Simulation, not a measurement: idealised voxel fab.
Process module heading - voxel gate over fins
Xsec cut, 275 nm wide, square cell size 5 nm.
How to read a cross-section here: the picture is a grid of square cells, written as bands going from the top down, and any band can span one or more rows of cells.
This entry defines a band. It first specifies the height of the band's top and the height of its bottom in nm, and then specifies the band's materials from left to right, stating each material with its width in nm. The word "throughout" identifies a single material that fills the band from edge to edge, while the word "blank" identifies empty space.
The level at which height equals 0 is the one under which the wafer, as it arrives, is entirely one material. No lower edge exists for the bottom band, which continues downward and is notated as in "0..down".
The expression "30->40" gives the width at the extremes of the band, the first number at its top row of cells and the second at its bottom row, with the width changing by equal amounts from each row to the next in between.
"all unchanged", as given for a step, is the statement that not any cell of the cross-section underwent a change during that step.
The entry "Sealed internal voids" lists the empty spaces that cover at least 8 cells and have no open path to the top. Each is written as width x height at distance, where the distance is measured from the left edge and all three values are in nm.
after a step's settings: what the simulator itself notes on the step
Regarding "overlay nm": on a step with a mask, it is the distance the mask lay to the right of its planned place; a negative value places it to the left.
Intended process steps:
1: RECEIVE: material Si
2: CONFORMAL_DEP: material SiN, thk nm 5
3: PATTERN: tone cover, mask id FINS, material resist, width nm 15, pitch nm 55, thk nm 15, overlay nm 0
4: DIRECTIONAL_ETCH: etch materials SiN, depth nm 5
5: DIRECTIONAL_ETCH: etch materials Si, depth nm 30
6: STRIP: etch materials resist
7: FILL_DEP: material SiO2, thk nm 10
8: CMP: height nm 5
9: MASKED_ETCH: tone open, mask id RAIL, width nm 15, etch materials SiO2, depth nm 30, overlay nm 0
10: CONFORMAL_DEP: material TiN, thk nm 5
11: FILL_DEP: material W, thk nm 5
12: CMP: height nm 5
13: SELECTIVE_ETCH: etch materials W Ru TiN, depth nm 20
14: FILL_DEP: material SiO2, thk nm 5
15: CMP: height nm 5
16: SELECTIVE_ETCH: etch materials SiO2, depth nm 15
17: STRIP: etch materials SiN
18: CONFORMAL_DEP: material HfO2, thk nm 5
19: CONFORMAL_DEP: material TiN, thk nm 5
20: CONFORMAL_DEP: material TiAl, thk nm 5
21: CONFORMAL_DEP: material TiN, thk nm 5
22: FILL_DEP: material W, thk nm 15
23: CMP: height nm 20
24: CONFORMAL_DEP: material SiN, thk nm 10
What sets these wafers apart? The height nm at step 23. They all start alike, and the plan carries the first wafer's value.
Here's the first of the wafers in cross-section, just as we got it, i.e. after step 1:
- 0..down = Si throughout
- Sealed internal voids: none
What follows is a table in which each wafer occupies a row; for the wafer as it stands at the close of the module, the row states, material by material, how many cells have been gained (+) or lost (-) since receipt, and then gives its closed voids:
height nm 20; +63 HfO2; -294 Si; +110 SiN; +190 SiO2; +63 TiAl; +131 TiN; +67 W; Sealed internal voids: none
height nm 25; +63 HfO2; -294 Si; +110 SiN; +190 SiO2; +63 TiAl; +131 TiN; +122 W; Sealed internal voids: none
height nm 30; +63 HfO2; -294 Si; +110 SiN; +190 SiO2; +63 TiAl; +131 TiN; +177 W; Sealed internal voids: none
height nm 35; +63 HfO2; -294 Si; +110 SiN; +190 SiO2; +63 TiAl; +131 TiN; +232 W; Sealed internal voids: none
